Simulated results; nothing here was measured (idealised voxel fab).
Presented below is a process module, voxel ribs on slabs.
Square cells of 5 nm make up the cross-section cut, whose width is 270 nm.
Cross-section layout: square cells on a grid; listed as bands, top to bottom; a band spans one or more cell rows. The entry gives the band's vertical extent as a top height and a bottom height in nm, then its horizontal make-up as materials from left to right, each with a width in nm. "blank" stands for empty space; a single material marked "full width" fills the band edge to edge. Heights are measured from 0, the level below which the as-received wafer is all one material; the lowest band has no bottom and continues downward, written as in "0 -> down". So if you see something like "30->40" for the width, read it as the top row of the band sitting at the first number and the bottom row at the second, with every row in between moving by the same amount as the last. Step marked "nothing changed"? Then no cell in the cross-section changed in it. Each empty space that has no open way to the top and spans at least 8 cells appears under "Closed void roster" as width x height at distance, the distance counted from the left edge, all in nm. The remark found on a step's line after its settings is issued by the simulator itself and pertains to that step. overlay nm: on a step with a mask, how far right of its planned place the mask lay; negative means left.

# List of planned process steps
1,RECEIVE (material Si)
2,DIRECTIONAL_DEP (material SiO2; thk nm 25)
3,DIRECTIONAL_DEP (material polySi; thk nm 15)
4,DIRECTIONAL_DEP (material aC; thk nm 15)
5,PATTERN (tone cover; mask id RIB; material resist; width nm 15; thk nm 30; overlay nm 0)
6,DIRECTIONAL_ETCH (etch materials aC; depth nm 15)
7,STRIP (etch materials resist)
8,DIRECTIONAL_ETCH (etch materials polySi; depth nm 10)
9,STRIP (etch materials aC)
10,MASKED_ETCH (tone cover; mask id SLAB; width nm 50; etch materials polySi; depth nm 5; overlay nm 0)
11,FILL_DEP (material SiO2; thk nm 25)
12,CMP (height nm 55)
13,DIRECTIONAL_DEP (material W; thk nm 5)
14,DIRECTIONAL_DEP (material aC; thk nm 10)
15,PATTERN (tone cover; mask id HEATER; material resist; width nm 30; thk nm 25; overlay nm 0)
16,DIRECTIONAL_ETCH (etch materials aC; depth nm 10)
17,STRIP (etch materials resist)
18,DIRECTIONAL_ETCH (etch materials W; depth nm 5)
19,STRIP (etch materials aC)
20,CONFORMAL_DEP (material SiN; thk nm 10)
Quick note for whoever runs this: the wafers start identical, but the width nm at step 5 isn't the same across them. The plan just shows what the first wafer had.

# Received wafers, first of several: cross-section after step 1
  0 -> down  Si full width
  Closed void roster: none

# After the module's final step, step 20: the first of several wafers in cross-section
  70 -> 65  110 blank | 50 SiN | 110 blank
  65 -> 60  SiN full width
  60 -> 55  120 SiN | 30 W | 120 SiN
  55 -> 40  SiO2 full width
  40 -> 30  130 SiO2 | 15 polySi | 125 SiO2
  30 -> 25  110 SiO2 | 50 polySi | 110 SiO2
  25 -> 0  SiO2 full width
  0 -> down  Si full width
  Closed void roster: none

# Final wafer of several, shown in cross-section at the end of the module
  70 -> 65  110 blank | 50 SiN | 110 blank
  65 -> 60  SiN full width
  60 -> 55  120 SiN | 30 W | 120 SiN
  55 -> 40  SiO2 full width
  40 -> 30  120 SiO2 | 35 polySi | 115 SiO2
  30 -> 25  110 SiO2 | 50 polySi | 110 SiO2
  25 -> 0  SiO2 full width
  0 -> down  Si full width
  Closed void roster: none

# Heads up, this table goes wafer by wafer. A row tells you, at the end of the module, how many cells of each material that wafer has put on (+) or dropped (-) since it was received, and then its closed voids
width nm 15 | +112 SiN | +578 SiO2 | +6 W | +16 polySi | Closed void roster: none
width nm 20 | +112 SiN | +576 SiO2 | +6 W | +18 polySi | Closed void roster: none
width nm 25 | +112 SiN | +574 SiO2 | +6 W | +20 polySi | Closed void roster: none
width nm 30 | +112 SiN | +572 SiO2 | +6 W | +22 polySi | Closed void roster: none
width nm 35 | +112 SiN | +570 SiO2 | +6 W | +24 polySi | Closed void roster: none
